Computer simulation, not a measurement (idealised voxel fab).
The process module that follows is named voxel fin reveal.
Each square cell in cross-section cut measures 5 nm, and the section as a whole is 250 nm wide.
Think of the cross-section as a grid of square cells. We describe it in bands, top to bottom, and each band covers one or more rows of those cells. Heads up on the band format: heights come first, top then bottom, in nm. After that it's the materials left to right, each with its width in nm. A single material flagged "everywhere" fills the whole band edge to edge, and "air" means there's empty space there. For the purposes of this specification, 0 denotes the height below which the wafer in its as-received condition is composed wholly of one material, and the lowermost band, lacking a lower limit, extends downward without end, as expressed in "0 nm and below". The width entry "30..40" should be interpreted row by row: the top row of cells in the band takes the first number, the bottom row takes the second number, and the change between adjacent rows is uniform throughout. The cross-section has no changed cell in any step marked "nothing changed". Empty spaces without an open route to the top, at least 8 cells in extent, make up the entry "Internal closed voids"; each is given as width x height at distance, where the distance is measured from the left edge, and all are in nm. That trailing text on a step's line, after the settings, is the simulator's own remark on the step. overlay nm: for a step with a mask, the amount by which the mask lay right of where it was planned; a negative amount means left of it.
-- List of planned process steps
1,RECEIVE (material Si)
2,CONFORMAL_DEP (material SiN; thk nm 10)
3,DIRECTIONAL_DEP (material aC; thk nm 15)
4,PATTERN (tone cover; mask id FINS; material resist; width nm 15; pitch nm 40; thk nm 35; overlay nm 0)
5,DIRECTIONAL_ETCH (etch materials aC; depth nm 15)
6,STRIP (etch materials resist)
7,DIRECTIONAL_ETCH (etch materials SiN; depth nm 10)
8,DIRECTIONAL_ETCH (etch materials Si; depth nm 30)
9,STRIP (etch materials aC)
10,OXIDIZE (depth nm 5)
11,FILL_DEP (material SiO2; thk nm 5)
12,CMP (height nm 10)
13,SELECTIVE_ETCH (etch materials SiO2; depth nm 30)
14,STRIP (etch materials SiN)
15,CONFORMAL_DEP (material SiO2; thk nm 5)
-- The first of a set of two wafers, run to plan
-- Wafer cross-section on receipt, i.e. after step 1
0 nm and below: Si everywhere
Internal closed voids: none
-- The wafer, seen in cross-section, after step 2
10 nm to 0 nm: SiN everywhere
below 0: unchanged
-- The wafer, seen in cross-section, after step 3
25 nm to 10 nm: aC everywhere
below 10: unchanged
-- The wafer, seen in cross-section, after step 4
60 nm to 25 nm: air=75, resist=15, air=25, resist=15, air=25, resist=15, air=80
below 25: unchanged
-- The wafer, seen in cross-section, after step 5
45 nm to 25 nm: air=75, resist=15, air=25, resist=15, air=25, resist=15, air=80
25 nm to 10 nm: air=75, aC=15, air=25, aC=15, air=25, aC=15, air=80
below 10: unchanged
-- The wafer, seen in cross-section, after step 6
25 nm to 10 nm: air=75, aC=15, air=25, aC=15, air=25, aC=15, air=80
below 10: unchanged
-- The wafer, seen in cross-section, after step 7
25 nm to 10 nm: air=75, aC=15, air=25, aC=15, air=25, aC=15, air=80
10 nm to 0 nm: air=75, SiN=15, air=25, SiN=15, air=25, SiN=15, air=80
below 0: unchanged
-- The wafer, seen in cross-section, after step 8
25 nm to 10 nm: air=75, aC=15, air=25, aC=15, air=25, aC=15, air=80
10 nm to 0 nm: air=75, SiN=15, air=25, SiN=15, air=25, SiN=15, air=80
0 nm to -30 nm: air=75, Si=15, air=25, Si=15, air=25, Si=15, air=80
below -30: unchanged
-- The wafer, seen in cross-section, after step 9
10 nm to 0 nm: air=75, SiN=15, air=25, SiN=15, air=25, SiN=15, air=80
below 0: unchanged
-- The wafer, seen in cross-section, after step 10
10 nm to 0 nm: air=75, SiN=15, air=25, SiN=15, air=25, SiN=15, air=80
0 nm to -30 nm: air=75, SiO2=5, Si=5, SiO2=5, air=25, SiO2=5, Si=5, SiO2=5, air=25, SiO2=5, Si=5, SiO2=5, air=80
-30 nm to -35 nm: SiO2=80, Si=5, SiO2=35, Si=5, SiO2=35, Si=5, SiO2=85
below -35: unchanged
-- The wafer, seen in cross-section, after step 11
15 nm to 10 nm: SiO2 everywhere
10 nm to 0 nm: SiO2=75, SiN=15, SiO2=25, SiN=15, SiO2=25, SiN=15, SiO2=80
0 nm to -35 nm: SiO2=80, Si=5, SiO2=35, Si=5, SiO2=35, Si=5, SiO2=85
below -35: unchanged
-- The wafer, seen in cross-section, after step 12
10 nm to 0 nm: SiO2=75, SiN=15, SiO2=25, SiN=15, SiO2=25, SiN=15, SiO2=80
below 0: unchanged
-- The wafer, seen in cross-section, after step 13
10 nm to 0 nm: air=75, SiN=15, air=25, SiN=15, air=25, SiN=15, air=80
0 nm to -20 nm: air=80, Si=5, air=35, Si=5, air=35, Si=5, air=85
below -20: unchanged
-- The wafer, seen in cross-section, after step 14
0 nm to -20 nm: air=80, Si=5, air=35, Si=5, air=35, Si=5, air=85
below -20: unchanged
-- The wafer, seen in cross-section, after step 15
5 nm to 0 nm: air=75, SiO2=15, air=25, SiO2=15, air=25, SiO2=15, air=80
0 nm to -15 nm: air=75, SiO2=5, Si=5, SiO2=5, air=25, SiO2=5, Si=5, SiO2=5, air=25, SiO2=5, Si=5, SiO2=5, air=80
-15 nm to -35 nm: SiO2=80, Si=5, SiO2=35, Si=5, SiO2=35, Si=5, SiO2=85
below -35: unchanged
-- Second wafer. Start and plan as for the first. One mistake made in running. Agrees with the first up to and including step 3
-- Second wafer, sectioned view, at step 4's planned end time
60 nm to 25 nm: resist=75, air=15, resist=25, air=15, resist=25, air=15, resist=80
below 25: unchanged
-- Second wafer, sectioned view, at step 5's planned end time
45 nm to 25 nm: resist=75, air=15, resist=25, air=15, resist=25, air=15, resist=80
25 nm to 10 nm: aC=75, air=15, aC=25, air=15, aC=25, air=15, aC=80
below 10: unchanged
-- Second wafer, sectioned view, at step 6's planned end time
25 nm to 10 nm: aC=75, air=15, aC=25, air=15, aC=25, air=15, aC=80
below 10: unchanged
-- Second wafer, sectioned view, at step 7's planned end time
25 nm to 10 nm: aC=75, air=15, aC=25, air=15, aC=25, air=15, aC=80
10 nm to 0 nm: SiN=75, air=15, SiN=25, air=15, SiN=25, air=15, SiN=80
below 0: unchanged
-- Second wafer, sectioned view, at step 8's planned end time
25 nm to 10 nm: aC=75, air=15, aC=25, air=15, aC=25, air=15, aC=80
10 nm to 0 nm: SiN=75, air=15, SiN=25, air=15, SiN=25, air=15, SiN=80
0 nm to -30 nm: Si=75, air=15, Si=25, air=15, Si=25, air=15, Si=80
below -30: unchanged
-- Second wafer, sectioned view, at step 9's planned end time
10 nm to 0 nm: SiN=75, air=15, SiN=25, air=15, SiN=25, air=15, SiN=80
below 0: unchanged
-- Second wafer, sectioned view, at step 10's planned end time
10 nm to 0 nm: SiN=75, air=15, SiN=25, air=15, SiN=25, air=15, SiN=80
0 nm to -30 nm: Si=70, SiO2=5, air=15, SiO2=5, Si=15, SiO2=5, air=15, SiO2=5, Si=15, SiO2=5, air=15, SiO2=5, Si=75
-30 nm to -35 nm: Si=70, SiO2=25, Si=15, SiO2=25, Si=15, SiO2=25, Si=75
below -35: unchanged
-- Second wafer, sectioned view, at step 11's planned end time
15 nm to 10 nm: SiO2 everywhere
10 nm to 0 nm: SiN=75, SiO2=15, SiN=25, SiO2=15, SiN=25, SiO2=15, SiN=80
0 nm to -35 nm: Si=70, SiO2=25, Si=15, SiO2=25, Si=15, SiO2=25, Si=75
below -35: unchanged
-- Second wafer, sectioned view, at step 12's planned end time
10 nm to 0 nm: SiN=75, SiO2=15, SiN=25, SiO2=15, SiN=25, SiO2=15, SiN=80
below 0: unchanged
-- Second wafer, sectioned view, at step 13's planned end time
10 nm to 0 nm: SiN=75, air=15, SiN=25, air=15, SiN=25, air=15, SiN=80
0 nm to -20 nm: Si=70, air=25, Si=15, air=25, Si=15, air=25, Si=75
below -20: unchanged
-- Second wafer, sectioned view, at step 14's planned end time
0 nm to -20 nm: Si=70, air=25, Si=15, air=25, Si=15, air=25, Si=75
below -20: unchanged
-- Second wafer, sectioned view, at step 15's planned end time
5 nm to 0 nm: SiO2=75, air=15, SiO2=25, air=15, SiO2=25, air=15, SiO2=80
0 nm to -15 nm: Si=70, SiO2=5, air=15, SiO2=5, Si=15, SiO2=5, air=15, SiO2=5, Si=15, SiO2=5, air=15, SiO2=5, Si=75
-15 nm to -35 nm: Si=70, SiO2=25, Si=15, SiO2=25, Si=15, SiO2=25, Si=75
below -35: unchanged
Here's what went sideways: step 4 changed vs plan, executed as PATTERN (tone open; mask id FINS; material resist; width nm 15; pitch nm 40; thk nm 35; overlay nm 0)
Final tally in cells, some materials are higher or lower on the second wafer than on the first: Si +224; SiO2 -96
